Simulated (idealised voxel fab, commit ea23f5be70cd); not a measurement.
voxel ribs on slabs: a process module
Xsec cut, 275 nm wide, square cell size 5 nm.
A cross-section in this document is a grid of square cells, and it is written down as bands, the top band listed before the ones below it; a band is made up of one or more rows of cells. Look at the band entry: it leads with the top's height and the bottom's height in nm. Then it lists the materials left to right, with a width in nm for each. The word "edge to edge" on a single material says that material fills the band edge to edge. The word "blank" is empty space. The level at which height equals 0 is the one under which the wafer, as it arrives, is entirely one material. No lower edge exists for the bottom band, which continues downward and is notated as in "0 nm and below". Width spec "30 to 40" -> top row of cells at first value, bottom row at second value, equal per-row change in between. No cell of the cross-section changed in a step that is given as "nothing changed". Heads up: "Sealed voids" only lists the empty pockets with no open path to the top that are 8 cells or more, and it writes them as width x height at distance, distance from the left edge, in nm. Whatever follows a step's settings on its line is a remark the simulator itself makes about that step. A step's line can hold "overlay nm"; with a mask on that step, the setting says how far right of the planned place the mask lay, while a negative setting says it lay to the left.

THESE ARE THE STEPS WE PLANNED FOR THE PROCESS
| 1 | RECEIVE with material Si |
| 2 | DIRECTIONAL_DEP with material SiO2, thk nm 30 |
| 3 | DIRECTIONAL_DEP with material SiN, thk nm 20 |
| 4 | DIRECTIONAL_DEP with material aC, thk nm 15 |
| 5 | PATTERN with tone cover, mask id RIB, material resist, width nm 30, thk nm 35, overlay nm 0 |
| 6 | DIRECTIONAL_ETCH with etch materials aC, depth nm 15 |
| 7 | STRIP with etch materials resist |
| 8 | DIRECTIONAL_ETCH with etch materials SiN, depth nm 5 |
| 9 | STRIP with etch materials aC |
| 10 | DIRECTIONAL_DEP with material aC, thk nm 10 |
| 11 | PATTERN with tone cover, mask id SLAB, material resist, width nm 80, thk nm 30, overlay nm 0 |
| 12 | DIRECTIONAL_ETCH with etch materials aC, depth nm 10 |
| 13 | STRIP with etch materials resist |
| 14 | DIRECTIONAL_ETCH with etch materials SiN, depth nm 15 |
| 15 | STRIP with etch materials aC |
| 16 | FILL_DEP with material SiO2, thk nm 25 |
| 17 | CMP with height nm 65 |
| 18 | DIRECTIONAL_DEP with material TiN, thk nm 5 |
| 19 | PATTERN with tone cover, mask id HEATER, material resist, width nm 40, thk nm 20, overlay nm 0 |
| 20 | DIRECTIONAL_ETCH with etch materials TiN, depth nm 5 |
| 21 | STRIP with etch materials resist |
| 22 | CONFORMAL_DEP with material SiO2, thk nm 10 |

AS-RECEIVED STATE OF THE WAFER IN CROSS-SECTION, EQUIVALENT TO POST-STEP 1
    0 nm and below | Si edge to edge
    Sealed voids: none

CROSS-SECTIONAL VIEW OF THE FIRST OF THE TWO WAFERS UPON COMPLETION OF THE MODULE, PROCESSED IN ACCORDANCE WITH THE PLAN
    80 nm to 75 nm | blank: 105 | SiO2: 60 | blank: 110
    75 nm to 70 nm | SiO2 edge to edge
    70 nm to 65 nm | SiO2: 115 | TiN: 40 | SiO2: 120
    65 nm to 50 nm | SiO2 edge to edge
    50 nm to 45 nm | SiO2: 120 | SiN: 30 | SiO2: 125
    45 nm to 30 nm | SiO2: 95 | SiN: 80 | SiO2: 100
    30 nm to 0 nm | SiO2 edge to edge
    0 nm and below | Si edge to edge
    Sealed voids: none

WAFER TWO (OF TWO), END-OF-MODULE CROSS-SECTION: START = WAFER ONE, PLAN = WAFER ONE, ONE RUN MISTAKE
    80 nm to 75 nm | blank: 100 | SiO2: 70 | blank: 105
    75 nm to 70 nm | SiO2 edge to edge
    70 nm to 65 nm | SiO2: 110 | TiN: 50 | SiO2: 115
    65 nm to 50 nm | SiO2 edge to edge
    50 nm to 45 nm | SiO2: 120 | SiN: 30 | SiO2: 125
    45 nm to 30 nm | SiO2: 95 | SiN: 80 | SiO2: 100
    30 nm to 0 nm | SiO2 edge to edge
    0 nm and below | Si edge to edge
    Sealed voids: none
Where did the run depart from the plan? for step 19, the planned setting was not used; the step was instead run as PATTERN with tone cover, mask id HEATER, material resist, width nm 50, thk nm 20, overlay nm 0
In the final state, the cell counts of the second wafer exceed or fall short of those of the first for the following materials: TiN +2
